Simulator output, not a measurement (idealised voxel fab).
The name of this process module is voxel released beams.
cross-section cut | 270 nm wide | cells 5 nm
Cross-section format: a grid of square cells, given as bands from top to bottom; each band is one or more rows of cells. Per band: top height and bottom height in nm, followed by the left-to-right materials and their widths in nm; "throughout" marks a single material spanning edge to edge, "blank" marks empty space. Heights are expressed relative to 0, this being the level below which the as-received wafer comprises one material exclusively. The lowest band is unbounded in the downward direction and is denoted as in "0 nm and below". When a width is written as two numbers, as in "30->40", the first number is the width in the top row of cells of the band and the second is the width in its bottom row, and the width changes by the same amount from each row to the next. Basically "no alterations made" means that step didn't change any cell in the cross-section. In the "Sealed void list" entry, you get each enclosed empty space of 8 cells or more, one with no open way to the top, written width x height at distance, distance from the left edge, in nm. If you see something after the settings on a step's line, that's the simulator's own remark about that step. overlay nm: where the mask lay relative to plan, measured to the right, on steps with a mask; negatives go left.

# Intended process steps
1) RECEIVE: material Si
2) CONFORMAL_DEP: material Al2O3, thk nm 5
3) DIRECTIONAL_DEP: material SiO2, thk nm 10
4) MASKED_ETCH: tone open, mask id ANCHOR, width nm 25, etch materials SiO2, depth nm 10, overlay nm 0
5) CONFORMAL_DEP: material W, thk nm 5
6) MASKED_ETCH: tone cover, mask id BEAM, width nm 105, etch materials W, depth nm 10, overlay nm 0
7) STRIP: etch materials SiO2
varied across the wafers: thk nm of step 5. The plan shows the first wafer's value. All wafers start alike

# As received, i.e. after step 1: cross-section through the first of several wafers
    0 nm and below | Si throughout
    Sealed void list: none

# Tabulated below, wafer by wafer, are the end-of-module results: for each material, the number of cells gained (+) or lost (-) relative to the as-received state, followed by the closed voids
thk nm 5 | +54 Al2O3 | +25 W | Sealed void list: none
thk nm 10 | +54 Al2O3 | +50 W | Sealed void list: none
thk nm 15 | +54 Al2O3 | +98 SiO2 | +106 W | Sealed void list: none
thk nm 20 | +54 Al2O3 | +98 SiO2 | +160 W | Sealed void list: none
thk nm 25 | +54 Al2O3 | +98 SiO2 | +214 W | Sealed void list: none
